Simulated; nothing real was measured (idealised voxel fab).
process module | voxel air gaps
We display cut, a cross-section 150 nm in width whose square cells are each 5 nm.
Cross-sections here: square-cell grids, written as top-down lists of bands, a band being one or more rows of cells.
It is stipulated that each band's entry specify, in nanometres, the height of the top of the band and then that of its bottom, followed by the materials of the band in left-to-right sequence, each together with its width in nanometres. A single material marked by the word "all across" is understood to fill the band from edge to edge; the word "empty" is understood to denote empty space.
For the purposes of this specification, 0 denotes the height below which the wafer in its as-received condition is composed wholly of one material, and the lowermost band, lacking a lower limit, extends downward without end, as expressed in "0..down".
Width spec "30->40" -> top row of cells at first value, bottom row at second value, equal per-row change in between.
Given "no alteration" for a step, no cell of the cross-section differs between before and after that step.
Empty spaces without an open route to the top, at least 8 cells in extent, make up the entry "Sealed voids"; each is given as width x height at distance, where the distance is measured from the left edge, and all are in nm.
On each step's line, the part that comes after the settings is the simulator's own comment on the step.
A step's line can hold "overlay nm"; with a mask on that step, the setting says how far right of the planned place the mask lay, while a negative setting says it lay to the left.

**So here's the lineup of process steps we planned**
1. RECEIVE with material Si
2. CONFORMAL_DEP with material SiO2, thk nm 15
3. CONFORMAL_DEP with material SiN, thk nm 5
4. DIRECTIONAL_DEP with material SiO2, thk nm 35
5. MASKED_ETCH with tone open, mask id LINES, width nm 20, pitch nm 45, etch materials SiO2, depth nm 35, overlay nm 0
6. CONFORMAL_DEP with material TiN, thk nm 5
7. FILL_DEP with material Ru, thk nm 5
8. CMP with height nm 55
9. EPI with material Ru, thk nm 10
10. SELECTIVE_ETCH with etch materials SiO2, depth nm 45
11. CONFORMAL_DEP with material SiN, thk nm 5

**The first of a set of two wafers, run to plan**

**So this is the incoming wafer in cross-section - it's already been through step 1**
> 0..down = Si all across
> Sealed voids: none

**How the wafer stands in section after step 2**
> 15..0 = SiO2 all across
> Under 0: no change, same as before.

**How the wafer stands in section after step 3**
> 20..15 = SiN all across
> Under 15: no change, same as before.

**How the wafer stands in section after step 4**
> 55..20 = SiO2 all across
> Under 20: no change, same as before.

**How the wafer stands in section after step 5**
> 55..20 = SiO2: 20, empty: 20, SiO2: 25, empty: 20, SiO2: 25, empty: 20, SiO2: 20
> Under 20: no change, same as before.

**How the wafer stands in section after step 6**
> 60..55 = TiN: 25, empty: 10, TiN: 35, empty: 10, TiN: 35, empty: 10, TiN: 25
> 55..25 = SiO2: 20, TiN: 5, empty: 10, TiN: 5, SiO2: 25, TiN: 5, empty: 10, TiN: 5, SiO2: 25, TiN: 5, empty: 10, TiN: 5, SiO2: 20
> 25..20 = SiO2: 20, TiN: 20, SiO2: 25, TiN: 20, SiO2: 25, TiN: 20, SiO2: 20
> Under 20: no change, same as before.

**How the wafer stands in section after step 7**
> 65..60 = Ru all across
> 60..55 = TiN: 25, Ru: 10, TiN: 35, Ru: 10, TiN: 35, Ru: 10, TiN: 25
> 55..25 = SiO2: 20, TiN: 5, Ru: 10, TiN: 5, SiO2: 25, TiN: 5, Ru: 10, TiN: 5, SiO2: 25, TiN: 5, Ru: 10, TiN: 5, SiO2: 20
> Under 25: no change, same as before.

**How the wafer stands in section after step 8**
> 55..25 = SiO2: 20, TiN: 5, Ru: 10, TiN: 5, SiO2: 25, TiN: 5, Ru: 10, TiN: 5, SiO2: 25, TiN: 5, Ru: 10, TiN: 5, SiO2: 20
> Under 25: no change, same as before.

**How the wafer stands in section after step 9**
> 65..55 = empty: 10, Ru: 40, empty: 5, Ru: 40, empty: 5, Ru: 40, empty: 10
> Under 55: no change, same as before.

**How the wafer stands in section after step 10**
> 65..55 = empty: 10, Ru: 40, empty: 5, Ru: 40, empty: 5, Ru: 40, empty: 10
> 55..25 = empty: 20, TiN: 5, Ru: 10, TiN: 5, empty: 25, TiN: 5, Ru: 10, TiN: 5, empty: 25, TiN: 5, Ru: 10, TiN: 5, empty: 20
> 25..20 = empty: 20, TiN: 20, empty: 25, TiN: 20, empty: 25, TiN: 20, empty: 20
> Under 20: no change, same as before.

**How the wafer stands in section after step 11**
> 70..65 = empty: 5, SiN: 140, empty: 5
> 65..55 = empty: 5, SiN: 5, Ru: 40, SiN: 5, Ru: 40, SiN: 5, Ru: 40, SiN: 5, empty: 5
> 55..50 = empty: 5, SiN: 15, TiN: 5, Ru: 10, TiN: 5, SiN: 25, TiN: 5, Ru: 10, TiN: 5, SiN: 25, TiN: 5, Ru: 10, TiN: 5, SiN: 15, empty: 5
> 50..25 = empty: 15, SiN: 5, TiN: 5, Ru: 10, TiN: 5, SiN: 5, empty: 15, SiN: 5, TiN: 5, Ru: 10, TiN: 5, SiN: 5, empty: 15, SiN: 5, TiN: 5, Ru: 10, TiN: 5, SiN: 5, empty: 15
> 25..20 = SiN: 20, TiN: 20, SiN: 25, TiN: 20, SiN: 25, TiN: 20, SiN: 20
> Under 20: no change, same as before.
> Sealed voids: 15 x 25 at 45; 15 x 25 at 90

**It is to be noted that the second wafer proceeded from the same initial state and according to the same plan as the first, although one mistake was committed in its execution; through step 8, inclusive, the two wafers share an identical history**

**Second wafer profile in section, at the moment step 9 of the plan was meant to be complete**
> 75..55 = Ru all across
> Under 55: no change, same as before.

Second wafer profile in section, at the moment step 10 of the plan was meant to be complete: no alteration

**Second wafer profile in section, at the moment step 11 of the plan was meant to be complete**
> 80..75 = SiN all across
> Under 75: no change, same as before.
Deviation noted in wafer processing: step 9, plan: ran twice
Bottom line after processing is that, in cells, the second wafer is up or down on some materials versus the first: 72 more of Ru; 70 fewer of SiN; 126 more of SiO2
Ultimately, the number of closed voids is 2 in the first wafer and 0 in the second wafer.
